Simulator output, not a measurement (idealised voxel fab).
process module | voxel released beams
In the cross-section labelled cut, the width is 235 nm and each square cell is 5 nm.
A cross-section is a grid of square cells, given in bands from the top down. A band is one or more rows of cells.
Read a band's entry like this: the first values are the height of its top and the height of its bottom in nm, and what follows is the sequence of materials from left to right, each with its width in nm. Note that "air" is empty space, and that a single material marked "all across" reaches across the band from edge to edge.
Convention: height 0 is the level below which the wafer, as received, is all one material. The lowest band does not terminate at the bottom but continues downward, represented as "top 0, no bottom".
Width "30..40": first value at the band's top row of cells, second value at its bottom row, equal change from row to row.
For the purposes of this document, the phrase "no modification" attached to a step denotes that no cell within the cross-section was modified by that step.
Voids not open to the top, 8 cells minimum: see "Voids, sealed". Written width x height at distance; distance is from the left edge; nm.
Past the settings on a step's line: simulator remark, on that step.
Steps that use a mask can have "overlay nm" on their line. It says how far the mask sat to the right of where it was meant to be. Negative means to the left.
[The following list gives the planned process steps]
1. RECEIVE,material Si
2. CONFORMAL_DEP,material SiN,thk nm 10
3. DIRECTIONAL_DEP,material SiO2,thk nm 15
4. DIRECTIONAL_DEP,material aC,thk nm 10
5. PATTERN,tone open,mask id ANCHOR,material resist,width nm 35,thk nm 25,overlay nm 0
6. DIRECTIONAL_ETCH,etch materials aC,depth nm 10
7. STRIP,etch materials resist
8. DIRECTIONAL_ETCH,etch materials SiO2,depth nm 15
9. STRIP,etch materials aC
10. CONFORMAL_DEP,material TiN,thk nm 10
11. DIRECTIONAL_DEP,material aC,thk nm 15
12. PATTERN,tone cover,mask id BEAM,material resist,width nm 80,thk nm 30,overlay nm 0
13. DIRECTIONAL_ETCH,etch materials aC,depth nm 15
14. STRIP,etch materials resist
15. DIRECTIONAL_ETCH,etch materials TiN,depth nm 10
16. STRIP,etch materials aC
17. STRIP,etch materials SiO2
Same starting wafers, different width nm at step 12. Plan value belongs to the first wafer.
[First wafer of several, as received: cross-section after step 1]
* top 0, no bottom = Si all across
* Voids, sealed: none
[wafer rows; end of module; cells per material since receipt: (+) gained, (-) lost; then closed voids]
width nm 80; +94 SiN; +44 TiN; Voids, sealed: none
width nm 85; +94 SiN; +46 TiN; Voids, sealed: none
width nm 90; +94 SiN; +48 TiN; Voids, sealed: none
width nm 95; +94 SiN; +50 TiN; Voids, sealed: none
width nm 100; +94 SiN; +52 TiN; Voids, sealed: none
width nm 105; +94 SiN; +54 TiN; Voids, sealed: none
